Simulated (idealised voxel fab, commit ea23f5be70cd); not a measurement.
Documented hereafter: the process module known as voxel self aligned vias.
We display cut, a cross-section 275 nm in width whose square cells are each 5 nm.
Cross-sections here: square-cell grids, written as top-down lists of bands, a band being one or more rows of cells.
What a band's entry tells you: where the top is and where the bottom is, as heights in nm, and after that what lies inside, material by material from left to right, each with its width in nm. Empty space is written as the word "air", and a single material marked with the word "edge to edge" occupies the band from edge to edge.
Heights are expressed relative to 0, this being the level below which the as-received wafer comprises one material exclusively. The lowest band is unbounded in the downward direction and is denoted as in "top 0, no bottom".
Width spec "30->40" -> top row of cells at first value, bottom row at second value, equal per-row change in between.
Where a step carries "identical to before", the cross-section came out of it unchanged, cell for cell.
The label "Voids, enclosed" introduces a list of the empty spaces, 8 cells or larger, that have no open way up to the top; each entry in it reads width x height at distance, where the distance is taken from the left edge and all three are stated in nm.
Past the settings on a step's line: simulator remark, on that step.
The setting "overlay nm" may be written on the line of a step. When the step uses a mask, the value reports how far to the right of the planned place the mask lay, and a negative value reports that it lay to the left.
PLANNED PROCESS STEPS
- 1: RECEIVE,material Si
- 2: CONFORMAL_DEP,material SiO2,thk nm 15
- 3: CONFORMAL_DEP,material SiCN,thk nm 5
- 4: DIRECTIONAL_DEP,material SiO2,thk nm 20
- 5: MASKED_ETCH,tone open,mask id LINES,width nm 30,pitch nm 55,etch materials SiO2,depth nm 20,overlay nm 0
- 6: CONFORMAL_DEP,material TiN,thk nm 5
- 7: FILL_DEP,material Ru,thk nm 10
- 8: CMP,height nm 40
- 9: SELECTIVE_ETCH,etch materials W Ru TiN,depth nm 10
- 10: FILL_DEP,material SiN,thk nm 10
- 11: CMP,height nm 40
- 12: DIRECTIONAL_DEP,material SiO2,thk nm 20
- 13: PATTERN,tone open,mask id VIAS,material resist,width nm 30,pitch nm 110,thk nm 20,overlay nm 0
- 14: DIRECTIONAL_ETCH,etch materials SiO2,depth nm 20
- 15: DIRECTIONAL_ETCH,etch materials SiN,depth nm 10
- 16: STRIP,etch materials resist
- 17: CONFORMAL_DEP,material TiN,thk nm 5
- 18: FILL_DEP,material W,thk nm 5
- 19: CMP,height nm 60
- 20: CONFORMAL_DEP,material SiCN,thk nm 5
Wafers differ in width nm at step 13; plan lists the first wafer's value; identical starting state.
AS-RECEIVED STATE AFTER STEP 1, FIRST OF SEVERAL WAFERS, CROSS-SECTION
* top 0, no bottom | Si edge to edge
* Voids, enclosed: none
DEPICTED HERE IS THE FIRST OF SEVERAL WAFERS IN CROSS-SECTION, AT MODULE COMPLETION FOLLOWING THE LAST STEP, STEP 20
* top 65, bottom 60 | SiCN edge to edge
* top 60, bottom 40 | 65 of SiO2 / 5 of TiN / 20 of W / 5 of TiN / 80 of SiO2 / 5 of TiN / 20 of W / 5 of TiN / 70 of SiO2
* top 40, bottom 35 | 65 of SiO2 / 5 of TiN / 20 of W / 5 of TiN / 25 of SiO2 / 30 of SiN / 25 of SiO2 / 5 of TiN / 20 of W / 5 of TiN / 70 of SiO2
* top 35, bottom 30 | 65 of SiO2 / 30 of TiN / 25 of SiO2 / 30 of SiN / 25 of SiO2 / 30 of TiN / 70 of SiO2
* top 30, bottom 25 | 65 of SiO2 / 5 of TiN / 20 of Ru / 5 of TiN / 25 of SiO2 / 5 of TiN / 20 of Ru / 5 of TiN / 25 of SiO2 / 5 of TiN / 20 of Ru / 5 of TiN / 70 of SiO2
* top 25, bottom 20 | 65 of SiO2 / 30 of TiN / 25 of SiO2 / 30 of TiN / 25 of SiO2 / 30 of TiN / 70 of SiO2
* top 20, bottom 15 | SiCN edge to edge
* top 15, bottom 0 | SiO2 edge to edge
* top 0, no bottom | Si edge to edge
* Voids, enclosed: none
LAST WAFER AT THE END
* top 65, bottom 60 | SiCN edge to edge
* top 60, bottom 45 | 55 of SiO2 / 5 of TiN / 45 of W / 5 of TiN / 55 of SiO2 / 5 of TiN / 45 of W / 5 of TiN / 55 of SiO2
* top 45, bottom 40 | 55 of SiO2 / 15 of TiN / 20 of W / 20 of TiN / 55 of SiO2 / 15 of TiN / 20 of W / 20 of TiN / 55 of SiO2
* top 40, bottom 35 | 65 of SiO2 / 5 of TiN / 20 of W / 5 of TiN / 25 of SiO2 / 30 of SiN / 25 of SiO2 / 5 of TiN / 20 of W / 5 of TiN / 70 of SiO2
* top 35, bottom 30 | 65 of SiO2 / 30 of TiN / 25 of SiO2 / 30 of SiN / 25 of SiO2 / 30 of TiN / 70 of SiO2
* top 30, bottom 25 | 65 of SiO2 / 5 of TiN / 20 of Ru / 5 of TiN / 25 of SiO2 / 5 of TiN / 20 of Ru / 5 of TiN / 25 of SiO2 / 5 of TiN / 20 of Ru / 5 of TiN / 70 of SiO2
* top 25, bottom 20 | 65 of SiO2 / 30 of TiN / 25 of SiO2 / 30 of TiN / 25 of SiO2 / 30 of TiN / 70 of SiO2
* top 20, bottom 15 | SiCN edge to edge
* top 15, bottom 0 | SiO2 edge to edge
* top 0, no bottom | Si edge to edge
* Voids, enclosed: none
HEADS UP, THIS TABLE GOES WAFER BY WAFER. A ROW TELLS YOU, AT THE END OF THE MODULE, HOW MANY CELLS OF EACH MATERIAL THAT WAFER HAS PUT ON (+) OR DROPPED (-) SINCE IT WAS RECEIVED, AND THEN ITS CLOSED VOIDS
width nm 30, +12 Ru, +110 SiCN, +12 SiN, +485 SiO2, +56 TiN, +40 W, Voids, enclosed: none
width nm 35, +12 Ru, +110 SiCN, +12 SiN, +477 SiO2, +58 TiN, +46 W, Voids, enclosed: none
width nm 40, +12 Ru, +110 SiCN, +12 SiN, +469 SiO2, +60 TiN, +52 W, Voids, enclosed: none
width nm 45, +12 Ru, +110 SiCN, +12 SiN, +461 SiO2, +62 TiN, +58 W, Voids, enclosed: none
width nm 50, +12 Ru, +110 SiCN, +12 SiN, +453 SiO2, +64 TiN, +64 W, Voids, enclosed: none
width nm 55, +12 Ru, +110 SiCN, +12 SiN, +445 SiO2, +66 TiN, +70 W, Voids, enclosed: none
